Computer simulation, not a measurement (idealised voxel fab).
process module | voxel transistor to metal
cross-section cut | 215 nm wide | cells 5 nm
A cross-section is a grid of square cells, given in bands from the top down. A band is one or more rows of cells.
Each band's line starts with the height of the band's top and of its bottom, in nm. Then come its materials from left to right, each with its width in nm. One material with "throughout" fills the band from edge to edge. "air" is empty space.
Height 0 is the level under which the wafer as received is all one material. The lowest band goes on downwards, as in "0 down".
A width such as "30 to 40" changes by the same amount from each row of cells to the next, from the band's top row to its bottom row.
"no change" after a step means that no cell of the cross-section changed.
closed voids: empty space of 8 cells or more with no open way to the top, each as width x height at its distance from the left edge, in nm
after a step's settings: what the simulator itself notes on the step
overlay nm, on a step with a mask: how far to the right of its planned place the mask lay; to the left if negative
plan
1 op RECEIVE | material Si
2 op CONFORMAL_DEP | material SiO2 | thk nm 5
3 op CONFORMAL_DEP | material SiN | thk nm 15
4 op PATTERN | tone cover | mask id ACTIVE | material resist | width nm 95 | thk nm 20 | overlay nm 0
5 op DIRECTIONAL_ETCH | etch materials SiN | depth nm 15
6 op DIRECTIONAL_ETCH | etch materials SiO2 | depth nm 5
7 op DIRECTIONAL_ETCH | etch materials Si | depth nm 30
8 op STRIP | etch materials resist
9 op FILL_DEP | material SiO2 | thk nm 10
10 op CMP | height nm 20
11 op SELECTIVE_ETCH | etch materials SiO2 | depth nm 10
12 op STRIP | etch materials SiN
13 op SELECTIVE_ETCH | etch materials SiO2 | depth nm 5
14 op OXIDIZE | depth nm 5
15 op DIRECTIONAL_DEP | material polySi | thk nm 20
16 op DIRECTIONAL_DEP | material SiCN | thk nm 10
17 op DIRECTIONAL_DEP | material aC | thk nm 15
18 op PATTERN | tone cover | mask id GATE | material resist | width nm 25 | thk nm 35 | overlay nm 0
19 op DIRECTIONAL_ETCH | etch materials aC | depth nm 15
20 op STRIP | etch materials resist
21 op DIRECTIONAL_ETCH | etch materials SiCN | depth nm 20
22 op DIRECTIONAL_ETCH | etch materials polySi | depth nm 30
23 op STRIP | etch materials aC
24 op CONFORMAL_DEP | material SiN | thk nm 5
25 op DIRECTIONAL_ETCH | etch materials SiN | depth nm 5
26 op DIRECTIONAL_ETCH | etch materials SiO2 | depth nm 5
27 op EPI | material nSi | thk nm 5
28 op FILL_DEP | material SiO2 | thk nm 10
29 op CMP | height nm 30
30 op DIRECTIONAL_DEP | material SiO2 | thk nm 10
31 op MASKED_ETCH | tone open | mask id CONTACT | width nm 15 | pitch nm 70 | etch materials SiO2 | depth nm 40 | overlay nm 0
32 op CONFORMAL_DEP | material TiN | thk nm 5
33 op FILL_DEP | material Ru | thk nm 5
34 op CMP | height nm 40
35 op DIRECTIONAL_DEP | material TiN | thk nm 5
36 op DIRECTIONAL_DEP | material W | thk nm 20
37 op MASKED_ETCH | tone cover | mask id METAL_1 | width nm 15 | pitch nm 70 | etch materials W | depth nm 20 | overlay nm 0
38 op MASKED_ETCH | tone cover | mask id METAL_1 | width nm 15 | pitch nm 70 | etch materials TiN | depth nm 5 | overlay nm 0
39 op FILL_DEP | material SiO2 | thk nm 5
40 op CMP | height nm 65
41 op CONFORMAL_DEP | material SiN | thk nm 5
as received, after step 1
  0 down: Si throughout
  closed voids: none
a wafer at the end: this start, this plan, one mistake
  70 to 65: SiN throughout
  65 to 45: SiO2 65 | W 15 | SiO2 55 | W 15 | SiO2 65
  45 to 40: SiO2 65 | TiN 15 | SiO2 55 | TiN 15 | SiO2 65
  40 to 35: SiO2 65 | TiN 5 | Ru 5 | TiN 5 | SiO2 55 | TiN 5 | Ru 5 | TiN 5 | SiO2 65
  35 to 30: SiO2 65 | TiN 15 | SiO2 55 | TiN 15 | SiO2 65
  30 to 25: SiCN 95 | SiN 5 | SiO2 15 | SiN 5 | SiCN 95
  25 to 20: polySi 55 | SiCN 40 | SiN 5 | SiO2 15 | SiN 5 | SiCN 40 | polySi 55
  20 to 5: polySi 95 | SiN 5 | SiO2 15 | SiN 5 | polySi 95
  5 to 0: SiO2 55 | polySi 40 | SiN 5 | SiO2 15 | SiN 5 | polySi 40 | SiO2 55
  0 to -5: SiO2 100 | nSi 15 | SiO2 100
  -5 to -30: SiO2 60 | Si 95 | SiO2 60
  -30 down: Si throughout
  closed voids: none
what went wrong: step 18 ran as: op PATTERN | tone open | mask id GATE | material resist | width nm 25 | thk nm 35 | overlay nm 0
